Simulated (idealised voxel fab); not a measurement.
Presented below is a process module, voxel wiring stack.
Each square cell in cross-section cut measures 5 nm, and the section as a whole is 190 nm wide.
Square cells in a grid make up a cross-section in this document, and the grid is given as bands, listed from the top down, each one or more rows of cells. The band entry comprises the height of the band's top followed by the height of its bottom, expressed in nm, and subsequently the band's materials from left to right, each stated together with its width in nm. Where a single material is marked with the word "everywhere", that material fills the band from edge to edge. The word "blank" represents empty space. All heights in this document are referenced to 0, defined as the level beneath which the wafer, as received, consists entirely of one material. The lowest band is not bounded below; it extends indefinitely downward and is written in the form "0 down". A width such as "30..40" changes by the same amount from each row of cells to the next, from the band's top row to its bottom row. A step reported as "no modification" is a step in which no cell of the cross-section changed. The list in "Sealed-off cavities" covers empty spaces of 8 cells or more that cannot reach the top through any open way, and it gives each as width x height at distance; the distance is from the left edge, and width, height and distance are in nm. On each step's line, the part that comes after the settings is the simulator's own comment on the step. overlay nm: on a step with a mask, how far right of its planned place the mask lay; negative means left.
### The process steps that were planned are listed below
1: RECEIVE with material Si
2: CONFORMAL_DEP with material SiO2, thk nm 15
3: CONFORMAL_DEP with material SiN, thk nm 5
4: DIRECTIONAL_DEP with material lowk, thk nm 25
5: PATTERN with tone open, mask id METAL_1, material resist, width nm 20, pitch nm 40, thk nm 15, overlay nm 0
6: DIRECTIONAL_ETCH with etch materials lowk, depth nm 25
7: DIRECTIONAL_ETCH with etch materials SiN, depth nm 5
8: STRIP with etch materials resist
9: CONFORMAL_DEP with material TiN, thk nm 5
10: FILL_DEP with material W, thk nm 10
11: CMP with height nm 45
12: EPI with material Ru, thk nm 5
13: FILL_DEP with material SiCN, thk nm 5
14: DIRECTIONAL_DEP with material lowk, thk nm 30
15: DIRECTIONAL_DEP with material aC, thk nm 10
16: PATTERN with tone open, mask id METAL_2, material resist, width nm 20, pitch nm 40, thk nm 25, overlay nm 0
17: DIRECTIONAL_ETCH with etch materials aC, depth nm 10
18: STRIP with etch materials resist
19: DIRECTIONAL_ETCH with etch materials lowk, depth nm 20
20: STRIP with etch materials aC
21: PATTERN with tone open, mask id METAL_2_HOLES, material resist, width nm 15, pitch nm 40, thk nm 20, overlay nm 0
22: DIRECTIONAL_ETCH with etch materials lowk, depth nm 10
23: DIRECTIONAL_ETCH with etch materials SiCN, depth nm 5
24: STRIP with etch materials resist
25: CONFORMAL_DEP with material TiN, thk nm 5
26: FILL_DEP with material Ru, thk nm 5
27: CMP with height nm 85
28: CONFORMAL_DEP with material SiCN, thk nm 5
29: DIRECTIONAL_DEP with material lowk, thk nm 15
30: DIRECTIONAL_DEP with material aC, thk nm 15
31: PATTERN with tone open, mask id PLUG_2, material resist, width nm 15, thk nm 30, overlay nm 0
32: DIRECTIONAL_ETCH with etch materials aC, depth nm 15
33: STRIP with etch materials resist
34: DIRECTIONAL_ETCH with etch materials lowk, depth nm 15
35: DIRECTIONAL_ETCH with etch materials SiCN, depth nm 5
36: STRIP with etch materials aC
37: CONFORMAL_DEP with material TiN, thk nm 5
38: FILL_DEP with material Cu, thk nm 5
39: CMP with height nm 105
40: CONFORMAL_DEP with material SiCN, thk nm 5
41: DIRECTIONAL_DEP with material SiO2, thk nm 15
42: PATTERN with tone open, mask id METAL_3, material resist, width nm 20, pitch nm 40, thk nm 20, overlay nm 0
43: DIRECTIONAL_ETCH with etch materials SiO2, depth nm 15
44: DIRECTIONAL_ETCH with etch materials SiCN, depth nm 5
45: STRIP with etch materials resist
46: CONFORMAL_DEP with material TiN, thk nm 5
47: FILL_DEP with material Cu, thk nm 10
48: CMP with height nm 125
49: CONFORMAL_DEP with material SiN, thk nm 5
### First of two wafers, processed according to plan
### Wafer cross-section on receipt, i.e. after step 1
	0 down = Si everywhere
	Sealed-off cavities: none
### Step 2 done - wafer cross-section
	15 to 0 = SiO2 everywhere
	Lower than 0, everything is as it was.
### Step 3 done - wafer cross-section
	20 to 15 = SiN everywhere
	Lower than 15, everything is as it was.
### Step 4 done - wafer cross-section
	45 to 20 = lowk everywhere
	Lower than 20, everything is as it was.
### Step 5 done - wafer cross-section
	60 to 45 = 65 nm resist; 20 nm blank; 20 nm resist; 20 nm blank; 65 nm resist
	Lower than 45, everything is as it was.
### Step 6 done - wafer cross-section
	60 to 45 = 65 nm resist; 20 nm blank; 20 nm resist; 20 nm blank; 65 nm resist
	45 to 20 = 65 nm lowk; 20 nm blank; 20 nm lowk; 20 nm blank; 65 nm lowk
	Lower than 20, everything is as it was.
### Step 7 done - wafer cross-section
	60 to 45 = 65 nm resist; 20 nm blank; 20 nm resist; 20 nm blank; 65 nm resist
	45 to 20 = 65 nm lowk; 20 nm blank; 20 nm lowk; 20 nm blank; 65 nm lowk
	20 to 15 = 65 nm SiN; 20 nm blank; 20 nm SiN; 20 nm blank; 65 nm SiN
	Lower than 15, everything is as it was.
### Step 8 done - wafer cross-section
	45 to 20 = 65 nm lowk; 20 nm blank; 20 nm lowk; 20 nm blank; 65 nm lowk
	Lower than 20, everything is as it was.
### Step 9 done - wafer cross-section
	50 to 45 = 70 nm TiN; 10 nm blank; 30 nm TiN; 10 nm blank; 70 nm TiN
	45 to 20 = 65 nm lowk; 5 nm TiN; 10 nm blank; 5 nm TiN; 20 nm lowk; 5 nm TiN; 10 nm blank; 5 nm TiN; 65 nm lowk
	20 to 15 = 65 nm SiN; 20 nm TiN; 20 nm SiN; 20 nm TiN; 65 nm SiN
	Lower than 15, everything is as it was.
### Step 10 done - wafer cross-section
	60 to 50 = W everywhere
	50 to 45 = 70 nm TiN; 10 nm W; 30 nm TiN; 10 nm W; 70 nm TiN
	45 to 20 = 65 nm lowk; 5 nm TiN; 10 nm W; 5 nm TiN; 20 nm lowk; 5 nm TiN; 10 nm W; 5 nm TiN; 65 nm lowk
	Lower than 20, everything is as it was.
### Step 11 done - wafer cross-section
	45 to 20 = 65 nm lowk; 5 nm TiN; 10 nm W; 5 nm TiN; 20 nm lowk; 5 nm TiN; 10 nm W; 5 nm TiN; 65 nm lowk
	Lower than 20, everything is as it was.
### Step 12 done - wafer cross-section
	50 to 45 = 60 nm blank; 30 nm Ru; 10 nm blank; 30 nm Ru; 60 nm blank
	Lower than 45, everything is as it was.
### Step 13 done - wafer cross-section
	55 to 50 = SiCN everywhere
	50 to 45 = 60 nm SiCN; 30 nm Ru; 10 nm SiCN; 30 nm Ru; 60 nm SiCN
	Lower than 45, everything is as it was.
### Step 14 done - wafer cross-section
	85 to 55 = lowk everywhere
	Lower than 55, everything is as it was.
### Step 15 done - wafer cross-section
	95 to 85 = aC everywhere
	Lower than 85, everything is as it was.
### Step 16 done - wafer cross-section
	120 to 95 = 65 nm resist; 20 nm blank; 20 nm resist; 20 nm blank; 65 nm resist
	Lower than 95, everything is as it was.
### Step 17 done - wafer cross-section
	110 to 95 = 65 nm resist; 20 nm blank; 20 nm resist; 20 nm blank; 65 nm resist
	95 to 85 = 65 nm aC; 20 nm blank; 20 nm aC; 20 nm blank; 65 nm aC
	Lower than 85, everything is as it was.
### Step 18 done - wafer cross-section
	95 to 85 = 65 nm aC; 20 nm blank; 20 nm aC; 20 nm blank; 65 nm aC
	Lower than 85, everything is as it was.
### Step 19 done - wafer cross-section
	95 to 85 = 65 nm aC; 20 nm blank; 20 nm aC; 20 nm blank; 65 nm aC
	85 to 65 = 65 nm lowk; 20 nm blank; 20 nm lowk; 20 nm blank; 65 nm lowk
	Lower than 65, everything is as it was.
### Step 20 done - wafer cross-section
	85 to 65 = 65 nm lowk; 20 nm blank; 20 nm lowk; 20 nm blank; 65 nm lowk
	Lower than 65, everything is as it was.
### Step 21 done - wafer cross-section
	105 to 85 = 65 nm resist; 15 nm blank; 25 nm resist; 15 nm blank; 70 nm resist
	85 to 65 = 65 nm lowk; 15 nm blank; 5 nm resist; 20 nm lowk; 15 nm blank; 5 nm resist; 65 nm lowk
	Lower than 65, everything is as it was.
### Step 22 done - wafer cross-section
	105 to 85 = 65 nm resist; 15 nm blank; 25 nm resist; 15 nm blank; 70 nm resist
	85 to 65 = 65 nm lowk; 15 nm blank; 5 nm resist; 20 nm lowk; 15 nm blank; 5 nm resist; 65 nm lowk
	65 to 55 = 65 nm lowk; 15 nm blank; 25 nm lowk; 15 nm blank; 70 nm lowk
	Lower than 55, everything is as it was.
### Step 23 done - wafer cross-section
	105 to 85 = 65 nm resist; 15 nm blank; 25 nm resist; 15 nm blank; 70 nm resist
	85 to 65 = 65 nm lowk; 15 nm blank; 5 nm resist; 20 nm lowk; 15 nm blank; 5 nm resist; 65 nm lowk
	65 to 55 = 65 nm lowk; 15 nm blank; 25 nm lowk; 15 nm blank; 70 nm lowk
	55 to 50 = 65 nm SiCN; 15 nm blank; 25 nm SiCN; 15 nm blank; 70 nm SiCN
	Lower than 50, everything is as it was.
### Step 24 done - wafer cross-section
	85 to 65 = 65 nm lowk; 20 nm blank; 20 nm lowk; 20 nm blank; 65 nm lowk
	Lower than 65, everything is as it was.
### Step 25 done - wafer cross-section
	90 to 85 = 70 nm TiN; 10 nm blank; 30 nm TiN; 10 nm blank; 70 nm TiN
	85 to 70 = 65 nm lowk; 5 nm TiN; 10 nm blank; 5 nm TiN; 20 nm lowk; 5 nm TiN; 10 nm blank; 5 nm TiN; 65 nm lowk
	70 to 65 = 65 nm lowk; 5 nm TiN; 5 nm blank; 10 nm TiN; 20 nm lowk; 5 nm TiN; 5 nm blank; 10 nm TiN; 65 nm lowk
	65 to 55 = 65 nm lowk; 5 nm TiN; 5 nm blank; 5 nm TiN; 25 nm lowk; 5 nm TiN; 5 nm blank; 5 nm TiN; 70 nm lowk
	55 to 50 = 65 nm SiCN; 15 nm TiN; 25 nm SiCN; 15 nm TiN; 70 nm SiCN
	Lower than 50, everything is as it was.
### Step 26 done - wafer cross-section
	95 to 90 = Ru everywhere
	90 to 85 = 70 nm TiN; 10 nm Ru; 30 nm TiN; 10 nm Ru; 70 nm TiN
	85 to 70 = 65 nm lowk; 5 nm TiN; 10 nm Ru; 5 nm TiN; 20 nm lowk; 5 nm TiN; 10 nm Ru; 5 nm TiN; 65 nm lowk
	70 to 65 = 65 nm lowk; 5 nm TiN; 5 nm Ru; 10 nm TiN; 20 nm lowk; 5 nm TiN; 5 nm Ru; 10 nm TiN; 65 nm lowk
	65 to 55 = 65 nm lowk; 5 nm TiN; 5 nm Ru; 5 nm TiN; 25 nm lowk; 5 nm TiN; 5 nm Ru; 5 nm TiN; 70 nm lowk
	Lower than 55, everything is as it was.
### Step 27 done - wafer cross-section
	85 to 70 = 65 nm lowk; 5 nm TiN; 10 nm Ru; 5 nm TiN; 20 nm lowk; 5 nm TiN; 10 nm Ru; 5 nm TiN; 65 nm lowk
	Lower than 70, everything is as it was.
### Step 28 done - wafer cross-section
	90 to 85 = SiCN everywhere
	Lower than 85, everything is as it was.
### Step 29 done - wafer cross-section
	105 to 90 = lowk everywhere
	Lower than 90, everything is as it was.
### Step 30 done - wafer cross-section
	120 to 105 = aC everywhere
	Lower than 105, everything is as it was.
### Step 31 done - wafer cross-section
	150 to 120 = 65 nm resist; 15 nm blank; 110 nm resist
	Lower than 120, everything is as it was.
### Step 32 done - wafer cross-section
	135 to 120 = 65 nm resist; 15 nm blank; 110 nm resist
	120 to 105 = 65 nm aC; 15 nm blank; 110 nm aC
	Lower than 105, everything is as it was.
### Step 33 done - wafer cross-section
	120 to 105 = 65 nm aC; 15 nm blank; 110 nm aC
	Lower than 105, everything is as it was.
### Step 34 done - wafer cross-section
	120 to 105 = 65 nm aC; 15 nm blank; 110 nm aC
	105 to 90 = 65 nm lowk; 15 nm blank; 110 nm lowk
	Lower than 90, everything is as it was.
### Step 35 done - wafer cross-section
	120 to 105 = 65 nm aC; 15 nm blank; 110 nm aC
	105 to 90 = 65 nm lowk; 15 nm blank; 110 nm lowk
	90 to 85 = 65 nm SiCN; 15 nm blank; 110 nm SiCN
	Lower than 85, everything is as it was.
### Step 36 done - wafer cross-section
	105 to 90 = 65 nm lowk; 15 nm blank; 110 nm lowk
	Lower than 90, everything is as it was.
### Step 37 done - wafer cross-section
	110 to 105 = 70 nm TiN; 5 nm blank; 115 nm TiN
	105 to 90 = 65 nm lowk; 5 nm TiN; 5 nm blank; 5 nm TiN; 110 nm lowk
	90 to 85 = 65 nm SiCN; 15 nm TiN; 110 nm SiCN
	Lower than 85, everything is as it was.
### Step 38 done - wafer cross-section
	115 to 110 = Cu everywhere
	110 to 105 = 70 nm TiN; 5 nm Cu; 115 nm TiN
	105 to 90 = 65 nm lowk; 5 nm TiN; 5 nm Cu; 5 nm TiN; 110 nm lowk
	Lower than 90, everything is as it was.
### Step 39 done - wafer cross-section
	105 to 90 = 65 nm lowk; 5 nm TiN; 5 nm Cu; 5 nm TiN; 110 nm lowk
	Lower than 90, everything is as it was.
### Step 40 done - wafer cross-section
	110 to 105 = SiCN everywhere
	Lower than 105, everything is as it was.
### Step 41 done - wafer cross-section
	125 to 110 = SiO2 everywhere
	Lower than 110, everything is as it was.
### Step 42 done - wafer cross-section
	145 to 125 = 65 nm resist; 20 nm blank; 20 nm resist; 20 nm blank; 65 nm resist
	Lower than 125, everything is as it was.
### Step 43 done - wafer cross-section
	145 to 125 = 65 nm resist; 20 nm blank; 20 nm resist; 20 nm blank; 65 nm resist
	125 to 110 = 65 nm SiO2; 20 nm blank; 20 nm SiO2; 20 nm blank; 65 nm SiO2
	Lower than 110, everything is as it was.
### Step 44 done - wafer cross-section
	145 to 125 = 65 nm resist; 20 nm blank; 20 nm resist; 20 nm blank; 65 nm resist
	125 to 110 = 65 nm SiO2; 20 nm blank; 20 nm SiO2; 20 nm blank; 65 nm SiO2
	110 to 105 = 65 nm SiCN; 20 nm blank; 20 nm SiCN; 20 nm blank; 65 nm SiCN
	Lower than 105, everything is as it was.
### Step 45 done - wafer cross-section
	125 to 110 = 65 nm SiO2; 20 nm blank; 20 nm SiO2; 20 nm blank; 65 nm SiO2
	Lower than 110, everything is as it was.
### Step 46 done - wafer cross-section
	130 to 125 = 70 nm TiN; 10 nm blank; 30 nm TiN; 10 nm blank; 70 nm TiN
	125 to 110 = 65 nm SiO2; 5 nm TiN; 10 nm blank; 5 nm TiN; 20 nm SiO2; 5 nm TiN; 10 nm blank; 5 nm TiN; 65 nm SiO2
	110 to 105 = 65 nm SiCN; 20 nm TiN; 20 nm SiCN; 20 nm TiN; 65 nm SiCN
	Lower than 105, everything is as it was.
### Step 47 done - wafer cross-section
	140 to 130 = Cu everywhere
	130 to 125 = 70 nm TiN; 10 nm Cu; 30 nm TiN; 10 nm Cu; 70 nm TiN
	125 to 110 = 65 nm SiO2; 5 nm TiN; 10 nm Cu; 5 nm TiN; 20 nm SiO2; 5 nm TiN; 10 nm Cu; 5 nm TiN; 65 nm SiO2
	Lower than 110, everything is as it was.
### Step 48 done - wafer cross-section
	125 to 110 = 65 nm SiO2; 5 nm TiN; 10 nm Cu; 5 nm TiN; 20 nm SiO2; 5 nm TiN; 10 nm Cu; 5 nm TiN; 65 nm SiO2
	Lower than 110, everything is as it was.
### Step 49 done - wafer cross-section
	130 to 125 = SiN everywhere
	Lower than 125, everything is as it was.
### It is to be noted that the second wafer proceeded from the same initial state and according to the same plan as the first, although one mistake was committed in its execution; through step 1, inclusive, the two wafers share an identical history
### when step 2 should have ended
	30 to 0 = SiO2 everywhere
	Lower than 0, everything is as it was.
### when step 3 should have ended
	35 to 30 = SiN everywhere
	Lower than 30, everything is as it was.
### when step 4 should have ended
	60 to 35 = lowk everywhere
	Lower than 35, everything is as it was.
### when step 5 should have ended
	75 to 60 = 65 nm resist; 20 nm blank; 20 nm resist; 20 nm blank; 65 nm resist
	Lower than 60, everything is as it was.
### when step 6 should have ended
	75 to 60 = 65 nm resist; 20 nm blank; 20 nm resist; 20 nm blank; 65 nm resist
	60 to 35 = 65 nm lowk; 20 nm blank; 20 nm lowk; 20 nm blank; 65 nm lowk
	Lower than 35, everything is as it was.
### when step 7 should have ended
	75 to 60 = 65 nm resist; 20 nm blank; 20 nm resist; 20 nm blank; 65 nm resist
	60 to 35 = 65 nm lowk; 20 nm blank; 20 nm lowk; 20 nm blank; 65 nm lowk
	35 to 30 = 65 nm SiN; 20 nm blank; 20 nm SiN; 20 nm blank; 65 nm SiN
	Lower than 30, everything is as it was.
### when step 8 should have ended
	60 to 35 = 65 nm lowk; 20 nm blank; 20 nm lowk; 20 nm blank; 65 nm lowk
	Lower than 35, everything is as it was.
### when step 9 should have ended
	65 to 60 = 70 nm TiN; 10 nm blank; 30 nm TiN; 10 nm blank; 70 nm TiN
	60 to 35 = 65 nm lowk; 5 nm TiN; 10 nm blank; 5 nm TiN; 20 nm lowk; 5 nm TiN; 10 nm blank; 5 nm TiN; 65 nm lowk
	35 to 30 = 65 nm SiN; 20 nm TiN; 20 nm SiN; 20 nm TiN; 65 nm SiN
	Lower than 30, everything is as it was.
### when step 10 should have ended
	75 to 65 = W everywhere
	65 to 60 = 70 nm TiN; 10 nm W; 30 nm TiN; 10 nm W; 70 nm TiN
	60 to 35 = 65 nm lowk; 5 nm TiN; 10 nm W; 5 nm TiN; 20 nm lowk; 5 nm TiN; 10 nm W; 5 nm TiN; 65 nm lowk
	Lower than 35, everything is as it was.
### when step 11 should have ended
	45 to 35 = 65 nm lowk; 5 nm TiN; 10 nm W; 5 nm TiN; 20 nm lowk; 5 nm TiN; 10 nm W; 5 nm TiN; 65 nm lowk
	Lower than 35, everything is as it was.
### when step 12 should have ended
	50 to 45 = 60 nm blank; 30 nm Ru; 10 nm blank; 30 nm Ru; 60 nm blank
	Lower than 45, everything is as it was.
### when step 13 should have ended
	55 to 50 = SiCN everywhere
	50 to 45 = 60 nm SiCN; 30 nm Ru; 10 nm SiCN; 30 nm Ru; 60 nm SiCN
	Lower than 45, everything is as it was.
### when step 14 should have ended
	85 to 55 = lowk everywhere
	Lower than 55, everything is as it was.
### when step 15 should have ended
	95 to 85 = aC everywhere
	Lower than 85, everything is as it was.
### when step 16 should have ended
	120 to 95 = 65 nm resist; 20 nm blank; 20 nm resist; 20 nm blank; 65 nm resist
	Lower than 95, everything is as it was.
### when step 17 should have ended
	110 to 95 = 65 nm resist; 20 nm blank; 20 nm resist; 20 nm blank; 65 nm resist
	95 to 85 = 65 nm aC; 20 nm blank; 20 nm aC; 20 nm blank; 65 nm aC
	Lower than 85, everything is as it was.
### when step 18 should have ended
	95 to 85 = 65 nm aC; 20 nm blank; 20 nm aC; 20 nm blank; 65 nm aC
	Lower than 85, everything is as it was.
### when step 19 should have ended
	95 to 85 = 65 nm aC; 20 nm blank; 20 nm aC; 20 nm blank; 65 nm aC
	85 to 65 = 65 nm lowk; 20 nm blank; 20 nm lowk; 20 nm blank; 65 nm lowk
	Lower than 65, everything is as it was.
### when step 20 should have ended
	85 to 65 = 65 nm lowk; 20 nm blank; 20 nm lowk; 20 nm blank; 65 nm lowk
	Lower than 65, everything is as it was.
### when step 21 should have ended
	105 to 85 = 65 nm resist; 15 nm blank; 25 nm resist; 15 nm blank; 70 nm resist
	85 to 65 = 65 nm lowk; 15 nm blank; 5 nm resist; 20 nm lowk; 15 nm blank; 5 nm resist; 65 nm lowk
	Lower than 65, everything is as it was.
### when step 22 should have ended
	105 to 85 = 65 nm resist; 15 nm blank; 25 nm resist; 15 nm blank; 70 nm resist
	85 to 65 = 65 nm lowk; 15 nm blank; 5 nm resist; 20 nm lowk; 15 nm blank; 5 nm resist; 65 nm lowk
	65 to 55 = 65 nm lowk; 15 nm blank; 25 nm lowk; 15 nm blank; 70 nm lowk
	Lower than 55, everything is as it was.
### when step 23 should have ended
	105 to 85 = 65 nm resist; 15 nm blank; 25 nm resist; 15 nm blank; 70 nm resist
	85 to 65 = 65 nm lowk; 15 nm blank; 5 nm resist; 20 nm lowk; 15 nm blank; 5 nm resist; 65 nm lowk
	65 to 55 = 65 nm lowk; 15 nm blank; 25 nm lowk; 15 nm blank; 70 nm lowk
	55 to 50 = 65 nm SiCN; 15 nm blank; 25 nm SiCN; 15 nm blank; 70 nm SiCN
	Lower than 50, everything is as it was.
### when step 24 should have ended
	85 to 65 = 65 nm lowk; 20 nm blank; 20 nm lowk; 20 nm blank; 65 nm lowk
	Lower than 65, everything is as it was.
### when step 25 should have ended
	90 to 85 = 70 nm TiN; 10 nm blank; 30 nm TiN; 10 nm blank; 70 nm TiN
	85 to 70 = 65 nm lowk; 5 nm TiN; 10 nm blank; 5 nm TiN; 20 nm lowk; 5 nm TiN; 10 nm blank; 5 nm TiN; 65 nm lowk
	70 to 65 = 65 nm lowk; 5 nm TiN; 5 nm blank; 10 nm TiN; 20 nm lowk; 5 nm TiN; 5 nm blank; 10 nm TiN; 65 nm lowk
	65 to 55 = 65 nm lowk; 5 nm TiN; 5 nm blank; 5 nm TiN; 25 nm lowk; 5 nm TiN; 5 nm blank; 5 nm TiN; 70 nm lowk
	55 to 50 = 65 nm SiCN; 15 nm TiN; 25 nm SiCN; 15 nm TiN; 70 nm SiCN
	Lower than 50, everything is as it was.
### when step 26 should have ended
	95 to 90 = Ru everywhere
	90 to 85 = 70 nm TiN; 10 nm Ru; 30 nm TiN; 10 nm Ru; 70 nm TiN
	85 to 70 = 65 nm lowk; 5 nm TiN; 10 nm Ru; 5 nm TiN; 20 nm lowk; 5 nm TiN; 10 nm Ru; 5 nm TiN; 65 nm lowk
	70 to 65 = 65 nm lowk; 5 nm TiN; 5 nm Ru; 10 nm TiN; 20 nm lowk; 5 nm TiN; 5 nm Ru; 10 nm TiN; 65 nm lowk
	65 to 55 = 65 nm lowk; 5 nm TiN; 5 nm Ru; 5 nm TiN; 25 nm lowk; 5 nm TiN; 5 nm Ru; 5 nm TiN; 70 nm lowk
	Lower than 55, everything is as it was.
### when step 27 should have ended
	85 to 70 = 65 nm lowk; 5 nm TiN; 10 nm Ru; 5 nm TiN; 20 nm lowk; 5 nm TiN; 10 nm Ru; 5 nm TiN; 65 nm lowk
	Lower than 70, everything is as it was.
### when step 28 should have ended
	90 to 85 = SiCN everywhere
	Lower than 85, everything is as it was.
### when step 29 should have ended
	105 to 90 = lowk everywhere
	Lower than 90, everything is as it was.
### when step 30 should have ended
	120 to 105 = aC everywhere
	Lower than 105, everything is as it was.
### when step 31 should have ended
	150 to 120 = 65 nm resist; 15 nm blank; 110 nm resist
	Lower than 120, everything is as it was.
### when step 32 should have ended
	135 to 120 = 65 nm resist; 15 nm blank; 110 nm resist
	120 to 105 = 65 nm aC; 15 nm blank; 110 nm aC
	Lower than 105, everything is as it was.
### when step 33 should have ended
	120 to 105 = 65 nm aC; 15 nm blank; 110 nm aC
	Lower than 105, everything is as it was.
### when step 34 should have ended
	120 to 105 = 65 nm aC; 15 nm blank; 110 nm aC
	105 to 90 = 65 nm lowk; 15 nm blank; 110 nm lowk
	Lower than 90, everything is as it was.
### when step 35 should have ended
	120 to 105 = 65 nm aC; 15 nm blank; 110 nm aC
	105 to 90 = 65 nm lowk; 15 nm blank; 110 nm lowk
	90 to 85 = 65 nm SiCN; 15 nm blank; 110 nm SiCN
	Lower than 85, everything is as it was.
### when step 36 should have ended
	105 to 90 = 65 nm lowk; 15 nm blank; 110 nm lowk
	Lower than 90, everything is as it was.
### when step 37 should have ended
	110 to 105 = 70 nm TiN; 5 nm blank; 115 nm TiN
	105 to 90 = 65 nm lowk; 5 nm TiN; 5 nm blank; 5 nm TiN; 110 nm lowk
	90 to 85 = 65 nm SiCN; 15 nm TiN; 110 nm SiCN
	Lower than 85, everything is as it was.
### when step 38 should have ended
	115 to 110 = Cu everywhere
	110 to 105 = 70 nm TiN; 5 nm Cu; 115 nm TiN
	105 to 90 = 65 nm lowk; 5 nm TiN; 5 nm Cu; 5 nm TiN; 110 nm lowk
	Lower than 90, everything is as it was.
### when step 39 should have ended
	105 to 90 = 65 nm lowk; 5 nm TiN; 5 nm Cu; 5 nm TiN; 110 nm lowk
	Lower than 90, everything is as it was.
### when step 40 should have ended
	110 to 105 = SiCN everywhere
	Lower than 105, everything is as it was.
### when step 41 should have ended
	125 to 110 = SiO2 everywhere
	Lower than 110, everything is as it was.
### when step 42 should have ended
	145 to 125 = 65 nm resist; 20 nm blank; 20 nm resist; 20 nm blank; 65 nm resist
	Lower than 125, everything is as it was.
### when step 43 should have ended
	145 to 125 = 65 nm resist; 20 nm blank; 20 nm resist; 20 nm blank; 65 nm resist
	125 to 110 = 65 nm SiO2; 20 nm blank; 20 nm SiO2; 20 nm blank; 65 nm SiO2
	Lower than 110, everything is as it was.
### when step 44 should have ended
	145 to 125 = 65 nm resist; 20 nm blank; 20 nm resist; 20 nm blank; 65 nm resist
	125 to 110 = 65 nm SiO2; 20 nm blank; 20 nm SiO2; 20 nm blank; 65 nm SiO2
	110 to 105 = 65 nm SiCN; 20 nm blank; 20 nm SiCN; 20 nm blank; 65 nm SiCN
	Lower than 105, everything is as it was.
### when step 45 should have ended
	125 to 110 = 65 nm SiO2; 20 nm blank; 20 nm SiO2; 20 nm blank; 65 nm SiO2
	Lower than 110, everything is as it was.
### when step 46 should have ended
	130 to 125 = 70 nm TiN; 10 nm blank; 30 nm TiN; 10 nm blank; 70 nm TiN
	125 to 110 = 65 nm SiO2; 5 nm TiN; 10 nm blank; 5 nm TiN; 20 nm SiO2; 5 nm TiN; 10 nm blank; 5 nm TiN; 65 nm SiO2
	110 to 105 = 65 nm SiCN; 20 nm TiN; 20 nm SiCN; 20 nm TiN; 65 nm SiCN
	Lower than 105, everything is as it was.
### when step 47 should have ended
	140 to 130 = Cu everywhere
	130 to 125 = 70 nm TiN; 10 nm Cu; 30 nm TiN; 10 nm Cu; 70 nm TiN
	125 to 110 = 65 nm SiO2; 5 nm TiN; 10 nm Cu; 5 nm TiN; 20 nm SiO2; 5 nm TiN; 10 nm Cu; 5 nm TiN; 65 nm SiO2
	Lower than 110, everything is as it was.
### when step 48 should have ended
	125 to 110 = 65 nm SiO2; 5 nm TiN; 10 nm Cu; 5 nm TiN; 20 nm SiO2; 5 nm TiN; 10 nm Cu; 5 nm TiN; 65 nm SiO2
	Lower than 110, everything is as it was.
### when step 49 should have ended
	130 to 125 = SiN everywhere
	Lower than 125, everything is as it was.
What was the processing mistake? twice over, step 2 of the plan was run
In the final state, the cell counts of the second wafer exceed or fall short of those of the first for the following materials: +114 SiO2, -12 TiN, -12 W, -90 lowk
